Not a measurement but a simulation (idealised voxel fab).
process module | voxel wiring stack
Displayed cross-section: cut, width of 195 nm, square cells sized 5 nm.
A cross-section is a grid of square cells, given in bands from the top down. A band is one or more rows of cells. Read a band's entry like this: the first values are the height of its top and the height of its bottom in nm, and what follows is the sequence of materials from left to right, each with its width in nm. Note that "air" is empty space, and that a single material marked "all across" reaches across the band from edge to edge. Heights are expressed relative to 0, this being the level below which the as-received wafer comprises one material exclusively. The lowest band is unbounded in the downward direction and is denoted as in "from 0 down". The expression "30..40" gives the width at the extremes of the band, the first number at its top row of cells and the second at its bottom row, with the width changing by equal amounts from each row to the next in between. The designation "no alteration", where it is given for a processing step, indicates that no cell of the cross-section was altered in the course of that step. The list in "Unvented cavities" covers empty spaces of 8 cells or more that cannot reach the top through any open way, and it gives each as width x height at distance; the distance is from the left edge, and width, height and distance are in nm. Read whatever lies past the settings on a step's line as the simulator's own remark about the step. You can add "overlay nm" to a step's line. For a step with a mask, it describes how far the mask lay to the right of its planned position, and a negative number describes a lay to the left.
## List of planned process steps
1,RECEIVE with material Si
2,CONFORMAL_DEP with material SiO2, thk nm 10
3,DIRECTIONAL_DEP with material TiN, thk nm 5
4,DIRECTIONAL_DEP with material Ru, thk nm 20
5,PATTERN with tone cover, mask id METAL_1, material resist, width nm 30, pitch nm 45, thk nm 15, overlay nm 0
6,DIRECTIONAL_ETCH with etch materials Ru, depth nm 20
7,DIRECTIONAL_ETCH with etch materials TiN, depth nm 5
8,STRIP with etch materials resist
9,FILL_DEP with material lowk, thk nm 10
10,CMP with height nm 35
11,CONFORMAL_DEP with material SiCN, thk nm 5
12,DIRECTIONAL_DEP with material lowk, thk nm 20
13,DIRECTIONAL_DEP with material aC, thk nm 15
14,PATTERN with tone open, mask id PLUG_1, material resist, width nm 15, pitch nm 45, thk nm 35, overlay nm 0
15,DIRECTIONAL_ETCH with etch materials aC, depth nm 15
16,STRIP with etch materials resist
17,DIRECTIONAL_ETCH with etch materials lowk, depth nm 20
18,DIRECTIONAL_ETCH with etch materials SiCN, depth nm 5
19,STRIP with etch materials aC
20,CONFORMAL_DEP with material TiN, thk nm 5
21,FILL_DEP with material Ru, thk nm 10
22,CMP with height nm 60
23,DIRECTIONAL_DEP with material TiN, thk nm 5
24,DIRECTIONAL_DEP with material W, thk nm 15
25,PATTERN with tone cover, mask id METAL_2, material resist, width nm 30, pitch nm 45, thk nm 15, overlay nm 0
26,DIRECTIONAL_ETCH with etch materials W, depth nm 15
27,DIRECTIONAL_ETCH with etch materials TiN, depth nm 5
28,STRIP with etch materials resist
29,FILL_DEP with material lowk, thk nm 10
30,CMP with height nm 80
31,CONFORMAL_DEP with material SiCN, thk nm 5
32,DIRECTIONAL_DEP with material SiO2, thk nm 35
33,DIRECTIONAL_DEP with material aC, thk nm 10
34,PATTERN with tone open, mask id METAL_3, material resist, width nm 30, pitch nm 45, thk nm 30, overlay nm 0
35,DIRECTIONAL_ETCH with etch materials aC, depth nm 10
36,STRIP with etch materials resist
37,DIRECTIONAL_ETCH with etch materials SiO2, depth nm 20
38,STRIP with etch materials aC
39,DIRECTIONAL_DEP with material aC, thk nm 15
40,PATTERN with tone open, mask id METAL_3_HOLES, material resist, width nm 15, pitch nm 90, thk nm 30, overlay nm 0
41,DIRECTIONAL_ETCH with etch materials aC, depth nm 15
42,STRIP with etch materials resist
43,DIRECTIONAL_ETCH with etch materials SiO2, depth nm 15
44,DIRECTIONAL_ETCH with etch materials SiCN, depth nm 5
45,STRIP with etch materials aC
46,CONFORMAL_DEP with material TiN, thk nm 5
47,FILL_DEP with material Ru, thk nm 5
48,CMP with height nm 120
49,CONFORMAL_DEP with material SiCN, thk nm 5
## This is the cross-section of the wafer as we received it, i.e. after step 1
from 0 down | Si all across
Unvented cavities: none
## As-planned run: cross-section of the first of two wafers at end of module
from 125 to 120 | SiCN all across
from 120 to 105 | 15 nm SiO2; 5 nm TiN; 20 nm Ru; 5 nm TiN; 15 nm SiO2; 5 nm TiN; 20 nm Ru; 5 nm TiN; 15 nm SiO2; 5 nm TiN; 20 nm Ru; 5 nm TiN; 15 nm SiO2; 5 nm TiN; 20 nm Ru; 5 nm TiN; 15 nm SiO2
from 105 to 100 | 15 nm SiO2; 5 nm TiN; 5 nm Ru; 20 nm TiN; 15 nm SiO2; 30 nm TiN; 15 nm SiO2; 5 nm TiN; 5 nm Ru; 20 nm TiN; 15 nm SiO2; 30 nm TiN; 15 nm SiO2
from 100 to 85 | 15 nm SiO2; 5 nm TiN; 5 nm Ru; 5 nm TiN; 75 nm SiO2; 5 nm TiN; 5 nm Ru; 5 nm TiN; 75 nm SiO2
from 85 to 80 | 15 nm SiCN; 15 nm TiN; 75 nm SiCN; 15 nm TiN; 75 nm SiCN
from 80 to 65 | 15 nm lowk; 30 nm W; 15 nm lowk; 30 nm W; 15 nm lowk; 30 nm W; 15 nm lowk; 30 nm W; 15 nm lowk
from 65 to 60 | 15 nm lowk; 30 nm TiN; 15 nm lowk; 30 nm TiN; 15 nm lowk; 30 nm TiN; 15 nm lowk; 30 nm TiN; 15 nm lowk
from 60 to 40 | 15 nm lowk; 5 nm TiN; 5 nm Ru; 5 nm TiN; 30 nm lowk; 5 nm TiN; 5 nm Ru; 5 nm TiN; 30 nm lowk; 5 nm TiN; 5 nm Ru; 5 nm TiN; 30 nm lowk; 5 nm TiN; 5 nm Ru; 5 nm TiN; 30 nm lowk
from 40 to 35 | 15 nm SiCN; 15 nm TiN; 30 nm SiCN; 15 nm TiN; 30 nm SiCN; 15 nm TiN; 30 nm SiCN; 15 nm TiN; 30 nm SiCN
from 35 to 15 | 15 nm lowk; 30 nm Ru; 15 nm lowk; 30 nm Ru; 15 nm lowk; 30 nm Ru; 15 nm lowk; 30 nm Ru; 15 nm lowk
from 15 to 10 | 15 nm lowk; 30 nm TiN; 15 nm lowk; 30 nm TiN; 15 nm lowk; 30 nm TiN; 15 nm lowk; 30 nm TiN; 15 nm lowk
from 10 to 0 | SiO2 all across
from 0 down | Si all across
Unvented cavities: none
## This is the second of the two wafers, cross-sectioned at the end of the module; it started exactly like the first and was given the same plan, but it was run with one mistake
from 125 to 120 | SiCN all across
from 120 to 105 | 15 nm SiO2; 5 nm TiN; 20 nm Ru; 5 nm TiN; 15 nm SiO2; 5 nm TiN; 20 nm Ru; 5 nm TiN; 15 nm SiO2; 5 nm TiN; 20 nm Ru; 5 nm TiN; 15 nm SiO2; 5 nm TiN; 20 nm Ru; 5 nm TiN; 15 nm SiO2
from 105 to 100 | 15 nm SiO2; 5 nm TiN; 5 nm Ru; 20 nm TiN; 15 nm SiO2; 30 nm TiN; 15 nm SiO2; 5 nm TiN; 5 nm Ru; 20 nm TiN; 15 nm SiO2; 30 nm TiN; 15 nm SiO2
from 100 to 85 | 15 nm SiO2; 5 nm TiN; 5 nm Ru; 5 nm TiN; 75 nm SiO2; 5 nm TiN; 5 nm Ru; 5 nm TiN; 75 nm SiO2
from 85 to 80 | 15 nm SiCN; 15 nm TiN; 75 nm SiCN; 15 nm TiN; 75 nm SiCN
from 80 to 65 | 15 nm lowk; 30 nm W; 15 nm lowk; 30 nm W; 15 nm lowk; 30 nm W; 15 nm lowk; 30 nm W; 15 nm lowk
from 65 to 60 | 15 nm lowk; 30 nm TiN; 15 nm lowk; 30 nm TiN; 15 nm lowk; 30 nm TiN; 15 nm lowk; 30 nm TiN; 15 nm lowk
from 60 to 40 | 15 nm lowk; 5 nm TiN; 5 nm Ru; 5 nm TiN; 30 nm lowk; 5 nm TiN; 5 nm Ru; 5 nm TiN; 30 nm lowk; 5 nm TiN; 5 nm Ru; 5 nm TiN; 30 nm lowk; 5 nm TiN; 5 nm Ru; 5 nm TiN; 30 nm lowk
from 40 to 35 | 15 nm SiCN; 15 nm TiN; 30 nm SiCN; 15 nm TiN; 30 nm SiCN; 15 nm TiN; 30 nm SiCN; 15 nm TiN; 30 nm SiCN
from 35 to 15 | 15 nm lowk; 30 nm Ru; 15 nm lowk; 30 nm Ru; 15 nm lowk; 30 nm Ru; 15 nm lowk; 30 nm Ru; 15 nm lowk
from 15 to 5 | SiO2 all across
from 5 to 0 | TiN all across
from 0 down | Si all across
Unvented cavities: none
Nonconformance to the process plan: order of steps 2 and 3 inverted relative to the plan
Final comparison by cell count, materials where the second wafer has more or fewer than the first: 15 more of TiN, 15 fewer of lowk
